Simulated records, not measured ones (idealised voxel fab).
You're looking at the process module voxel self aligned vias.
This is section cut - it's 170 nm across, gridded in 5 nm square cells.
Cross-section spec: square-cell grid; bands listed top down; each band is one or more rows.
Heights first: top, then bottom, in nm. Then materials, left to right, each with a width in nm. "edge to edge" on a single material: fills the band edge to edge. "air": empty space.
Convention: height 0 is the level below which the wafer, as received, is all one material. The lowest band does not terminate at the bottom but continues downward, represented as "0..down".
A width such as "30->40" changes by the same amount from each row of cells to the next, from the band's top row to its bottom row.
"nothing changed" for a step: no cell of the cross-section changed in that step.
The entry "Enclosed internal voids" lists the empty spaces that cover at least 8 cells and have no open path to the top. Each is written as width x height at distance, where the distance is measured from the left edge and all three values are in nm.
Past the settings on a step's line: simulator remark, on that step.
overlay nm: mask right of planned place by this much (step with mask). Neg. = left.

# Intended process steps
1,op RECEIVE | material Si
2,op CONFORMAL_DEP | material SiO2 | thk nm 15
3,op CONFORMAL_DEP | material SiCN | thk nm 5
4,op DIRECTIONAL_DEP | material SiO2 | thk nm 30
5,op MASKED_ETCH | tone open | mask id LINES | width nm 30 | pitch nm 75 | etch materials SiO2 | depth nm 30 | overlay nm 0
6,op CONFORMAL_DEP | material TiN | thk nm 5
7,op FILL_DEP | material W | thk nm 5
8,op CMP | height nm 50
9,op SELECTIVE_ETCH | etch materials W Ru TiN | depth nm 10
10,op FILL_DEP | material SiN | thk nm 5
11,op CMP | height nm 50
12,op DIRECTIONAL_DEP | material SiO2 | thk nm 20
13,op PATTERN | tone open | mask id VIAS | material resist | width nm 50 | pitch nm 75 | thk nm 20 | overlay nm 0
14,op DIRECTIONAL_ETCH | etch materials SiO2 | depth nm 20
15,op DIRECTIONAL_ETCH | etch materials SiN | depth nm 10
16,op STRIP | etch materials resist
17,op CONFORMAL_DEP | material TiN | thk nm 5
18,op FILL_DEP | material Cu | thk nm 5
19,op CMP | height nm 70
20,op CONFORMAL_DEP | material SiCN | thk nm 5

# First of two wafers, with the run carried out as planned

# Shown in cross-section is the wafer as received, that is, as it stands after step 1
> 0..down  Si edge to edge
> Enclosed internal voids: none

# The wafer in cross-section once step 2 is complete
> 15..0  SiO2 edge to edge
> Under the height 0 nothing was changed.

# The wafer in cross-section once step 3 is complete
> 20..15  SiCN edge to edge
> Under the height 15 nothing was changed.

# The wafer in cross-section once step 4 is complete
> 50..20  SiO2 edge to edge
> Under the height 20 nothing was changed.

# The wafer in cross-section once step 5 is complete
> 50..20  30 of SiO2 / 30 of air / 45 of SiO2 / 30 of air / 35 of SiO2
> Under the height 20 nothing was changed.

# The wafer in cross-section once step 6 is complete
> 55..50  35 of TiN / 20 of air / 55 of TiN / 20 of air / 40 of TiN
> 50..25  30 of SiO2 / 5 of TiN / 20 of air / 5 of TiN / 45 of SiO2 / 5 of TiN / 20 of air / 5 of TiN / 35 of SiO2
> 25..20  30 of SiO2 / 30 of TiN / 45 of SiO2 / 30 of TiN / 35 of SiO2
> Under the height 20 nothing was changed.

# The wafer in cross-section once step 7 is complete
> 60..55  W edge to edge
> 55..50  35 of TiN / 20 of W / 55 of TiN / 20 of W / 40 of TiN
> 50..25  30 of SiO2 / 5 of TiN / 20 of W / 5 of TiN / 45 of SiO2 / 5 of TiN / 20 of W / 5 of TiN / 35 of SiO2
> Under the height 25 nothing was changed.

# The wafer in cross-section once step 8 is complete
> 50..25  30 of SiO2 / 5 of TiN / 20 of W / 5 of TiN / 45 of SiO2 / 5 of TiN / 20 of W / 5 of TiN / 35 of SiO2
> Under the height 25 nothing was changed.

# The wafer in cross-section once step 9 is complete
> 50..40  30 of SiO2 / 30 of air / 45 of SiO2 / 30 of air / 35 of SiO2
> Under the height 40 nothing was changed.

# The wafer in cross-section once step 10 is complete
> 55..50  SiN edge to edge
> 50..40  30 of SiO2 / 30 of SiN / 45 of SiO2 / 30 of SiN / 35 of SiO2
> Under the height 40 nothing was changed.

# The wafer in cross-section once step 11 is complete
> 50..40  30 of SiO2 / 30 of SiN / 45 of SiO2 / 30 of SiN / 35 of SiO2
> Under the height 40 nothing was changed.

# The wafer in cross-section once step 12 is complete
> 70..50  SiO2 edge to edge
> Under the height 50 nothing was changed.

# The wafer in cross-section once step 13 is complete
> 90..70  20 of resist / 50 of air / 25 of resist / 50 of air / 25 of resist
> Under the height 70 nothing was changed.

# The wafer in cross-section once step 14 is complete
> 90..70  20 of resist / 50 of air / 25 of resist / 50 of air / 25 of resist
> 70..50  20 of SiO2 / 50 of air / 25 of SiO2 / 50 of air / 25 of SiO2
> Under the height 50 nothing was changed.

# The wafer in cross-section once step 15 is complete
> 90..70  20 of resist / 50 of air / 25 of resist / 50 of air / 25 of resist
> 70..50  20 of SiO2 / 50 of air / 25 of SiO2 / 50 of air / 25 of SiO2
> 50..40  30 of SiO2 / 30 of air / 45 of SiO2 / 30 of air / 35 of SiO2
> Under the height 40 nothing was changed.

# The wafer in cross-section once step 16 is complete
> 70..50  20 of SiO2 / 50 of air / 25 of SiO2 / 50 of air / 25 of SiO2
> Under the height 50 nothing was changed.

# The wafer in cross-section once step 17 is complete
> 75..70  25 of TiN / 40 of air / 35 of TiN / 40 of air / 30 of TiN
> 70..55  20 of SiO2 / 5 of TiN / 40 of air / 5 of TiN / 25 of SiO2 / 5 of TiN / 40 of air / 5 of TiN / 25 of SiO2
> 55..45  20->30 of SiO2 / 15->5 of TiN / 20 of air / 15->5 of TiN / 25->45 of SiO2 / 15->5 of TiN / 20 of air / 15->5 of TiN / 25->35 of SiO2
> 45..40  30 of SiO2 / 30 of TiN / 45 of SiO2 / 30 of TiN / 35 of SiO2
> Under the height 40 nothing was changed.

# The wafer in cross-section once step 18 is complete
> 80..75  Cu edge to edge
> 75..70  25 of TiN / 40 of Cu / 35 of TiN / 40 of Cu / 30 of TiN
> 70..55  20 of SiO2 / 5 of TiN / 40 of Cu / 5 of TiN / 25 of SiO2 / 5 of TiN / 40 of Cu / 5 of TiN / 25 of SiO2
> 55..45  20->30 of SiO2 / 15->5 of TiN / 20 of Cu / 15->5 of TiN / 25->45 of SiO2 / 15->5 of TiN / 20 of Cu / 15->5 of TiN / 25->35 of SiO2
> Under the height 45 nothing was changed.

# The wafer in cross-section once step 19 is complete
> 70..55  20 of SiO2 / 5 of TiN / 40 of Cu / 5 of TiN / 25 of SiO2 / 5 of TiN / 40 of Cu / 5 of TiN / 25 of SiO2
> Under the height 55 nothing was changed.

# The wafer in cross-section once step 20 is complete
> 75..70  SiCN edge to edge
> Under the height 70 nothing was changed.

# Second wafer. Start and plan as for the first. One mistake made in running. Agrees with the first up to and including step 1

# Cross-section of the second wafer at the time by which step 2 should have been completed according to the plan
> 5..0  SiCN edge to edge
> Under the height 0 nothing was changed.

# Cross-section of the second wafer at the time by which step 3 should have been completed according to the plan
> 20..5  SiO2 edge to edge
> Under the height 5 nothing was changed.

# Cross-section of the second wafer at the time by which step 4 should have been completed according to the plan
> 50..5  SiO2 edge to edge
> Under the height 5 nothing was changed.

# Cross-section of the second wafer at the time by which step 5 should have been completed according to the plan
> 50..20  30 of SiO2 / 30 of air / 45 of SiO2 / 30 of air / 35 of SiO2
> Under the height 20 nothing was changed.

# Cross-section of the second wafer at the time by which step 6 should have been completed according to the plan
> 55..50  35 of TiN / 20 of air / 55 of TiN / 20 of air / 40 of TiN
> 50..25  30 of SiO2 / 5 of TiN / 20 of air / 5 of TiN / 45 of SiO2 / 5 of TiN / 20 of air / 5 of TiN / 35 of SiO2
> 25..20  30 of SiO2 / 30 of TiN / 45 of SiO2 / 30 of TiN / 35 of SiO2
> Under the height 20 nothing was changed.

# Cross-section of the second wafer at the time by which step 7 should have been completed according to the plan
> 60..55  W edge to edge
> 55..50  35 of TiN / 20 of W / 55 of TiN / 20 of W / 40 of TiN
> 50..25  30 of SiO2 / 5 of TiN / 20 of W / 5 of TiN / 45 of SiO2 / 5 of TiN / 20 of W / 5 of TiN / 35 of SiO2
> Under the height 25 nothing was changed.

# Cross-section of the second wafer at the time by which step 8 should have been completed according to the plan
> 50..25  30 of SiO2 / 5 of TiN / 20 of W / 5 of TiN / 45 of SiO2 / 5 of TiN / 20 of W / 5 of TiN / 35 of SiO2
> Under the height 25 nothing was changed.

# Cross-section of the second wafer at the time by which step 9 should have been completed according to the plan
> 50..40  30 of SiO2 / 30 of air / 45 of SiO2 / 30 of air / 35 of SiO2
> Under the height 40 nothing was changed.

# Cross-section of the second wafer at the time by which step 10 should have been completed according to the plan
> 55..50  SiN edge to edge
> 50..40  30 of SiO2 / 30 of SiN / 45 of SiO2 / 30 of SiN / 35 of SiO2
> Under the height 40 nothing was changed.

# Cross-section of the second wafer at the time by which step 11 should have been completed according to the plan
> 50..40  30 of SiO2 / 30 of SiN / 45 of SiO2 / 30 of SiN / 35 of SiO2
> Under the height 40 nothing was changed.

# Cross-section of the second wafer at the time by which step 12 should have been completed according to the plan
> 70..50  SiO2 edge to edge
> Under the height 50 nothing was changed.

# Cross-section of the second wafer at the time by which step 13 should have been completed according to the plan
> 90..70  20 of resist / 50 of air / 25 of resist / 50 of air / 25 of resist
> Under the height 70 nothing was changed.

# Cross-section of the second wafer at the time by which step 14 should have been completed according to the plan
> 90..70  20 of resist / 50 of air / 25 of resist / 50 of air / 25 of resist
> 70..50  20 of SiO2 / 50 of air / 25 of SiO2 / 50 of air / 25 of SiO2
> Under the height 50 nothing was changed.

# Cross-section of the second wafer at the time by which step 15 should have been completed according to the plan
> 90..70  20 of resist / 50 of air / 25 of resist / 50 of air / 25 of resist
> 70..50  20 of SiO2 / 50 of air / 25 of SiO2 / 50 of air / 25 of SiO2
> 50..40  30 of SiO2 / 30 of air / 45 of SiO2 / 30 of air / 35 of SiO2
> Under the height 40 nothing was changed.

# Cross-section of the second wafer at the time by which step 16 should have been completed according to the plan
> 70..50  20 of SiO2 / 50 of air / 25 of SiO2 / 50 of air / 25 of SiO2
> Under the height 50 nothing was changed.

# Cross-section of the second wafer at the time by which step 17 should have been completed according to the plan
> 75..70  25 of TiN / 40 of air / 35 of TiN / 40 of air / 30 of TiN
> 70..55  20 of SiO2 / 5 of TiN / 40 of air / 5 of TiN / 25 of SiO2 / 5 of TiN / 40 of air / 5 of TiN / 25 of SiO2
> 55..45  20->30 of SiO2 / 15->5 of TiN / 20 of air / 15->5 of TiN / 25->45 of SiO2 / 15->5 of TiN / 20 of air / 15->5 of TiN / 25->35 of SiO2
> 45..40  30 of SiO2 / 30 of TiN / 45 of SiO2 / 30 of TiN / 35 of SiO2
> Under the height 40 nothing was changed.

# Cross-section of the second wafer at the time by which step 18 should have been completed according to the plan
> 80..75  Cu edge to edge
> 75..70  25 of TiN / 40 of Cu / 35 of TiN / 40 of Cu / 30 of TiN
> 70..55  20 of SiO2 / 5 of TiN / 40 of Cu / 5 of TiN / 25 of SiO2 / 5 of TiN / 40 of Cu / 5 of TiN / 25 of SiO2
> 55..45  20->30 of SiO2 / 15->5 of TiN / 20 of Cu / 15->5 of TiN / 25->45 of SiO2 / 15->5 of TiN / 20 of Cu / 15->5 of TiN / 25->35 of SiO2
> Under the height 45 nothing was changed.

# Cross-section of the second wafer at the time by which step 19 should have been completed according to the plan
> 70..55  20 of SiO2 / 5 of TiN / 40 of Cu / 5 of TiN / 25 of SiO2 / 5 of TiN / 40 of Cu / 5 of TiN / 25 of SiO2
> Under the height 55 nothing was changed.

# Cross-section of the second wafer at the time by which step 20 should have been completed according to the plan
> 75..70  SiCN edge to edge
> Under the height 70 nothing was changed.
Deviation from plan: ran 2 and 3 in swapped order versus the plan
The two final wafers agree on how many cells each material fills and disagree on which cells those are.
